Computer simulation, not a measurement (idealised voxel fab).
process module | voxel self aligned contacts
cross-section cut | 250 nm wide | cells 5 nm
A cross-section is a grid of square cells, given in bands from the top down. A band is one or more rows of cells.
Each band's line starts with the height of the band's top and of its bottom, in nm. Then come its materials from left to right, each with its width in nm. One material with "throughout" fills the band from edge to edge. "air" is empty space.
Height 0 is the level under which the wafer as received is all one material. The lowest band goes on downwards, as in "0 down".
A width such as "30 to 40" changes by the same amount from each row of cells to the next, from the band's top row to its bottom row.
"no change" after a step means that no cell of the cross-section changed.
closed voids: empty space of 8 cells or more with no open way to the top, each as width x height at its distance from the left edge, in nm
after a step's settings: what the simulator itself notes on the step
overlay nm, on a step with a mask: how far to the right of its planned place the mask lay; to the left if negative
plan
1 op RECEIVE | material Si
2 op OXIDIZE | depth nm 5
3 op DIRECTIONAL_DEP | material polySi | thk nm 25
4 op DIRECTIONAL_DEP | material SiN | thk nm 15
5 op PATTERN | tone cover | mask id GATE | material resist | width nm 35 | pitch nm 60 | thk nm 20 | overlay nm 0
6 op DIRECTIONAL_ETCH | etch materials SiN | depth nm 15
7 op DIRECTIONAL_ETCH | etch materials polySi | depth nm 25
8 op STRIP | etch materials resist
9 op CONFORMAL_DEP | material SiN | thk nm 5
10 op DIRECTIONAL_ETCH | etch materials SiN | depth nm 5
11 op FILL_DEP | material SiO2 | thk nm 20
12 op CMP | height nm 50
13 op DIRECTIONAL_DEP | material aC | thk nm 10
14 op PATTERN | tone open | mask id CONTACT | material resist | width nm 45 | thk nm 30 | overlay nm 0
15 op DIRECTIONAL_ETCH | etch materials aC | depth nm 10
16 op STRIP | etch materials resist
17 op DIRECTIONAL_ETCH | etch materials SiO2 | depth nm 55
18 op STRIP | etch materials aC
19 op CONFORMAL_DEP | material TiN | thk nm 5
20 op FILL_DEP | material W | thk nm 5
21 op CMP | height nm 50
22 op CONFORMAL_DEP | material SiN | thk nm 5
as received, after step 1
  0 down: Si throughout
  closed voids: none
a wafer at the end: this start, this plan, one mistake
  55 to 50: SiN throughout
  50 to 40: SiO2 100 | TiN 5 to 20 | W 35 to 5 | TiN 5 to 20 | SiO2 105
  40 to 25: SiO2 70 | SiN 45 | TiN 5 | W 5 | TiN 5 | SiN 45 | SiO2 75
  25 to 10: SiO2 70 | SiN 5 | polySi 35 | SiN 5 | TiN 5 | W 5 | TiN 5 | SiN 5 | polySi 35 | SiN 5 | SiO2 75
  10 to 5: SiO2 70 | SiN 5 | polySi 35 | SiN 5 | TiN 15 | SiN 5 | polySi 35 | SiN 5 | SiO2 75
  5 to 0: SiN 75 | polySi 35 | SiN 25 | polySi 35 | SiN 80
  0 to -5: SiO2 throughout
  -5 down: Si throughout
  closed voids: none
what went wrong: steps 9 and 10 were swapped
